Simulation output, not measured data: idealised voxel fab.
The process module presented herein is designated voxel gate over fins.
Pictured: cross-section cut, 295 nm wide, on a grid of 5 nm square cells.
Cross-section, as written here: a square-cell grid given band by band from the top down, where a band holds one or more rows of cells. The band entry comprises the height of the band's top followed by the height of its bottom, expressed in nm, and subsequently the band's materials from left to right, each stated together with its width in nm. Where a single material is marked with the word "throughout", that material fills the band from edge to edge. The word "air" represents empty space. We count height from 0. Below that, the starting wafer is all one material. The lowest band never ends at the bottom but goes on down; see "0 -> down" for how that is written. The notation "30 to 40" denotes a width that varies across the rows of cells in the band, beginning at the first number in the top row, finishing at the second number in the bottom row, and changing by an identical amount from each row to the next. What does "same as before" mean for a step? It means no cell of the cross-section changed in that step. The entry titled "Sealed-off cavities" provides the empty spaces that have no open way to the top, restricted to those of 8 cells or more. Each is presented as width x height at distance, the distance being measured from the left edge, with all three in nm. Formally, on a step line, whatever follows the settings is a remark that the simulator itself makes on the step. overlay nm: step with mask; distance mask lay right of planned place; negative value = left of planned place.

**Steps planned for the process**
step 1: RECEIVE with material Si
step 2: CONFORMAL_DEP with material SiN, thk nm 10
step 3: PATTERN with tone cover, mask id FINS, material resist, width nm 15, pitch nm 45, thk nm 20, overlay nm 0
step 4: DIRECTIONAL_ETCH with etch materials SiN, depth nm 10
step 5: DIRECTIONAL_ETCH with etch materials Si, depth nm 40
step 6: STRIP with etch materials resist
step 7: OXIDIZE with depth nm 5
step 8: FILL_DEP with material SiO2, thk nm 15
step 9: CMP with height nm 10
step 10: SELECTIVE_ETCH with etch materials SiO2, depth nm 20
step 11: STRIP with etch materials SiN
step 12: CONFORMAL_DEP with material HfO2, thk nm 5
step 13: CONFORMAL_DEP with material TiN, thk nm 5
step 14: FILL_DEP with material W, thk nm 10
step 15: CMP with height nm 15
step 16: CONFORMAL_DEP with material SiN, thk nm 10

**Wafer at receipt (post step 1), cross-section**
    0 -> down: Si throughout
    Sealed-off cavities: none

**Result of the module, cross-sectioned: start per above, plan per above, one error in how it was run**
    25 -> 15: SiO2 throughout
    15 -> 10: W throughout
    10 -> 5: W=110 / TiN=25 / W=20 / TiN=25 / W=115
    5 -> 0: W=110 / TiN=5 / HfO2=15 / TiN=5 / W=20 / TiN=5 / HfO2=15 / TiN=5 / W=115
    0 -> -5: TiN=115 / HfO2=5 / Si=5 / HfO2=5 / TiN=30 / HfO2=5 / Si=5 / HfO2=5 / TiN=120
    -5 -> -10: HfO2=120 / Si=5 / HfO2=40 / Si=5 / HfO2=125
    -10 -> -45: SiO2=120 / Si=5 / SiO2=40 / Si=5 / SiO2=125
    -45 -> down: Si throughout
    Sealed-off cavities: none
Against the plan, the run slipped here: step 16 was run on a setting that differed from the plan, and what really ran there is CONFORMAL_DEP with material SiO2, thk nm 10
